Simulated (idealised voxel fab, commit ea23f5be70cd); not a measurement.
The document below concerns the process module designated voxel wiring stack.
Square cells of 5 nm make up the cross-section cut, whose width is 155 nm.
This document writes a cross-section as a grid whose cells are square, and gives it as bands, listed from the top down; one or more rows of cells form a band. Look at the band entry: it leads with the top's height and the bottom's height in nm. Then it lists the materials left to right, with a width in nm for each. The word "all across" on a single material says that material fills the band edge to edge. The word "air" is empty space. The level at which height equals 0 is the one under which the wafer, as it arrives, is entirely one material. No lower edge exists for the bottom band, which continues downward and is notated as in "0..down". Width: "30..40" (first number = top row, second number = bottom row, same change from row to row of cells). "identical to before" for a step: no cell of the cross-section changed in that step. Under "Voids, sealed" you'll find the enclosed gaps, the ones with no way out to the top, that are 8 cells or bigger; each reads width x height at distance, with distance counted from the left edge, everything in nm. Note: text after step settings on the step line = simulator remark on that step. What "overlay nm" on a step's line means: if the step has a mask, that mask lay this far to the right of its planned place, or, when the value is negative, to the left.

The following list gives the planned process steps
step 1: RECEIVE,material Si
step 2: CONFORMAL_DEP,material SiO2,thk nm 10
step 3: DIRECTIONAL_DEP,material TiN,thk nm 5
step 4: DIRECTIONAL_DEP,material Ru,thk nm 15
step 5: MASKED_ETCH,tone cover,mask id METAL_1,width nm 25,pitch nm 45,etch materials Ru,depth nm 15,overlay nm 0
step 6: MASKED_ETCH,tone cover,mask id METAL_1,width nm 25,pitch nm 45,etch materials TiN,depth nm 5,overlay nm 0
step 7: FILL_DEP,material lowk,thk nm 5
step 8: CMP,height nm 30
step 9: CONFORMAL_DEP,material SiCN,thk nm 5
step 10: DIRECTIONAL_DEP,material lowk,thk nm 10
step 11: MASKED_ETCH,tone open,mask id PLUG_1,width nm 15,pitch nm 45,etch materials lowk,depth nm 10,overlay nm 0
step 12: MASKED_ETCH,tone open,mask id PLUG_1,width nm 15,pitch nm 45,etch materials SiCN,depth nm 5,overlay nm 0
step 13: EPI,material Ru,thk nm 10
step 14: EPI,material Ru,thk nm 5
step 15: CONFORMAL_DEP,material SiCN,thk nm 5
step 16: DIRECTIONAL_DEP,material SiO2,thk nm 25
step 17: PATTERN,tone open,mask id METAL_2,material resist,width nm 25,pitch nm 45,thk nm 20,overlay nm 0
step 18: DIRECTIONAL_ETCH,etch materials SiO2,depth nm 25
step 19: DIRECTIONAL_ETCH,etch materials SiCN,depth nm 5
step 20: STRIP,etch materials resist
step 21: CONFORMAL_DEP,material TiN,thk nm 5
step 22: FILL_DEP,material Ru,thk nm 10
step 23: CMP,height nm 75
step 24: CONFORMAL_DEP,material SiCN,thk nm 5
step 25: DIRECTIONAL_DEP,material SiO2,thk nm 35
step 26: PATTERN,tone open,mask id METAL_3,material resist,width nm 25,pitch nm 45,thk nm 20,overlay nm 0
step 27: DIRECTIONAL_ETCH,etch materials SiO2,depth nm 20
step 28: STRIP,etch materials resist
step 29: MASKED_ETCH,tone open,mask id METAL_3_HOLES,width nm 15,pitch nm 90,etch materials SiO2,depth nm 15,overlay nm 0
step 30: MASKED_ETCH,tone open,mask id METAL_3_HOLES,width nm 15,pitch nm 90,etch materials SiCN,depth nm 5,overlay nm 0
step 31: CONFORMAL_DEP,material TiN,thk nm 5
step 32: FILL_DEP,material Cu,thk nm 5
step 33: CMP,height nm 115
step 34: CONFORMAL_DEP,material SiN,thk nm 5

Cross-section of the wafer at receipt, which is the condition after step 1
- 0..down = Si all across
- Voids, sealed: none

The first of the two wafers as seen in cross-section once the module was finished; processing followed the plan
- 120..115 = SiN all across
- 115..100 = SiO2: 20 / TiN: 5 / Cu: 15 / TiN: 5 / SiO2: 20 / TiN: 5 / Cu: 15 / TiN: 5 / SiO2: 20 / TiN: 5 / Cu: 15 / TiN: 5 / SiO2: 20
- 100..95 = SiO2: 20 / TiN: 5 / Cu: 5 / TiN: 15 / SiO2: 20 / TiN: 25 / SiO2: 20 / TiN: 5 / Cu: 5 / TiN: 15 / SiO2: 20
- 95..80 = SiO2: 20 / TiN: 5 / Cu: 5 / TiN: 5 / SiO2: 75 / TiN: 5 / Cu: 5 / TiN: 5 / SiO2: 30
- 80..75 = SiCN: 20 / TiN: 15 / SiCN: 75 / TiN: 15 / SiCN: 30
- 75..50 = SiO2: 20 / TiN: 5 / Ru: 15 / TiN: 5 / SiO2: 20 / TiN: 5 / Ru: 15 / TiN: 5 / SiO2: 20 / TiN: 5 / Ru: 15 / TiN: 5 / SiO2: 20
- 50..45 = SiCN: 20 / TiN: 25 / SiCN: 20 / TiN: 25 / SiCN: 20 / TiN: 25 / SiCN: 20
- 45..35 = lowk: 20 / Ru: 15 / lowk: 30 / Ru: 15 / lowk: 30 / Ru: 15 / lowk: 30
- 35..30 = SiCN: 20 / Ru: 15 / SiCN: 30 / Ru: 15 / SiCN: 30 / Ru: 15 / SiCN: 30
- 30..15 = lowk: 20 / Ru: 25 / lowk: 20 / Ru: 25 / lowk: 20 / Ru: 25 / lowk: 20
- 15..10 = lowk: 20 / TiN: 25 / lowk: 20 / TiN: 25 / lowk: 20 / TiN: 25 / lowk: 20
- 10..0 = SiO2 all across
- 0..down = Si all across
- Voids, sealed: none

Cross-section, second wafer: same start as the first, same plan as the first, one mistake in running it; taken at the end of the module
- 120..115 = SiN all across
- 115..100 = SiO2: 20 / TiN: 5 / Cu: 15 / TiN: 5 / SiO2: 20 / TiN: 5 / Cu: 15 / TiN: 5 / SiO2: 20 / TiN: 5 / Cu: 15 / TiN: 5 / SiO2: 20
- 100..95 = SiO2: 20 / TiN: 5 / Cu: 5 / TiN: 15 / SiO2: 20 / TiN: 25 / SiO2: 20 / TiN: 5 / Cu: 5 / TiN: 15 / SiO2: 20
- 95..80 = SiO2: 20 / TiN: 5 / Cu: 5 / TiN: 5 / SiO2: 75 / TiN: 5 / Cu: 5 / TiN: 5 / SiO2: 30
- 80..75 = SiCN: 20 / TiN: 15 / SiCN: 75 / TiN: 15 / SiCN: 30
- 75..70 = SiCN: 20 / TiN: 25 / SiCN: 20 / TiN: 25 / SiCN: 20 / TiN: 25 / SiCN: 20
- 70..45 = SiO2 all across
- 45..35 = lowk: 20 / Ru: 15 / lowk: 30 / Ru: 15 / lowk: 30 / Ru: 15 / lowk: 30
- 35..30 = SiCN: 20 / Ru: 15 / SiCN: 30 / Ru: 15 / SiCN: 30 / Ru: 15 / SiCN: 30
- 30..15 = lowk: 20 / Ru: 25 / lowk: 20 / Ru: 25 / lowk: 20 / Ru: 25 / lowk: 20
- 15..10 = lowk: 20 / TiN: 25 / lowk: 20 / TiN: 25 / lowk: 20 / TiN: 25 / lowk: 20
- 10..0 = SiO2 all across
- 0..down = Si all across
- Voids, sealed: none
Where did the run depart from the plan? it was found that steps 15 and 16 of the process plan had been performed in exchanged positions
Once processing is complete, comparing cell counts shows that the second wafer has more or fewer of certain materials than the first: 45 fewer of Ru; 75 more of SiO2; 30 fewer of TiN
